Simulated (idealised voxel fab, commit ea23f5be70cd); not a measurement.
This section sets out a process module, namely voxel self aligned contacts.
Section shown: cut. Width: 290 nm. Cell size: 5 nm, square.
Heads up, the way a cross-section reads in here is a grid of square cells, handed over as bands from the top down, with every band being one or more rows of cells.
First you get the band's top height and its bottom height, in nm, and then the materials it's made of, left to right, with each width in nm. If you see a single material with "throughout", that one covers the band edge to edge. "empty" is empty space.
All heights in this document are referenced to 0, defined as the level beneath which the wafer, as received, consists entirely of one material. The lowest band is not bounded below; it extends indefinitely downward and is written in the form "top 0, no bottom".
Note: "30 to 40" means the width goes from the first number (top row of the band) to the second number (bottom row) in equal steps per row of cells.
"nothing was modified" means the step left every cell of the cross-section as it was.
Look at "Fully sealed cavities" for the closed voids: empty spaces with no open path to the top, sized 8 cells or up. Each is width x height at distance, distance from the left edge, all nm.
Whatever follows a step's settings on its line is a remark the simulator itself makes about that step.
"overlay nm" on a masked step: distance the mask lay right of its planned place, negative for left.

Planned process steps:
1: RECEIVE, material Si
2: CONFORMAL_DEP, material SiO2, thk nm 5
3: DIRECTIONAL_DEP, material polySi, thk nm 20
4: DIRECTIONAL_DEP, material SiN, thk nm 25
5: DIRECTIONAL_DEP, material aC, thk nm 15
6: PATTERN, tone cover, mask id GATE, material resist, width nm 30, pitch nm 65, thk nm 35, overlay nm 0
7: DIRECTIONAL_ETCH, etch materials aC, depth nm 15
8: STRIP, etch materials resist
9: DIRECTIONAL_ETCH, etch materials SiN, depth nm 25
10: DIRECTIONAL_ETCH, etch materials polySi, depth nm 20
11: STRIP, etch materials aC
12: CONFORMAL_DEP, material SiN, thk nm 10
13: DIRECTIONAL_ETCH, etch materials SiN, depth nm 10
14: FILL_DEP, material SiO2, thk nm 15
15: CMP, height nm 60
16: DIRECTIONAL_DEP, material aC, thk nm 10
17: PATTERN, tone open, mask id CONTACT, material resist, width nm 45, pitch nm 65, thk nm 25, overlay nm 0
18: DIRECTIONAL_ETCH, etch materials aC, depth nm 10
19: STRIP, etch materials resist
20: DIRECTIONAL_ETCH, etch materials SiO2, depth nm 60
21: STRIP, etch materials aC
22: CONFORMAL_DEP, material TiN, thk nm 5
23: FILL_DEP, material Ru, thk nm 10
24: CMP, height nm 60
25: CONFORMAL_DEP, material SiN, thk nm 5

This is the cross-section of the wafer as we received it, i.e. after step 1:
  top 0, no bottom | Si throughout
  Fully sealed cavities: none

Below is the wafer in cross-section after the module was completed. It began from the starting point shown above and followed the plan shown above, except that one mistake was made while running it:
  top 65, bottom 60 | SiN throughout
  top 60, bottom 50 | 85 of SiO2 / 5 to 25 of TiN / 35 to 5 of Ru / 5 to 15 of TiN / 20 of SiO2 / 5 to 25 of TiN / 35 to 5 of Ru / 5 to 15 of TiN / 95 of SiO2
  top 50, bottom 25 | 55 of SiO2 / 50 of SiN / 5 of TiN / 5 of Ru / 5 of TiN / 50 of SiN / 5 of TiN / 5 of Ru / 5 of TiN / 50 of SiN / 55 of SiO2
  top 25, bottom 5 | 55 of SiO2 / 10 of SiN / 30 of polySi / 10 of SiN / 5 of TiN / 5 of Ru / 5 of TiN / 10 of SiN / 30 of polySi / 10 of SiN / 5 of TiN / 5 of Ru / 5 of TiN / 10 of SiN / 30 of polySi / 10 of SiN / 55 of SiO2
  top 5, bottom 0 | 105 of SiO2 / 15 of TiN / 50 of SiO2 / 15 of TiN / 105 of SiO2
  top 0, no bottom | Si throughout
  Fully sealed cavities: none
In executing the process, a mistake was made relative to the plan: step 17, actual vs plan mismatch, actual run PATTERN, tone open, mask id CONTACT, material resist, width nm 45, pitch nm 65, thk nm 25, overlay nm -5
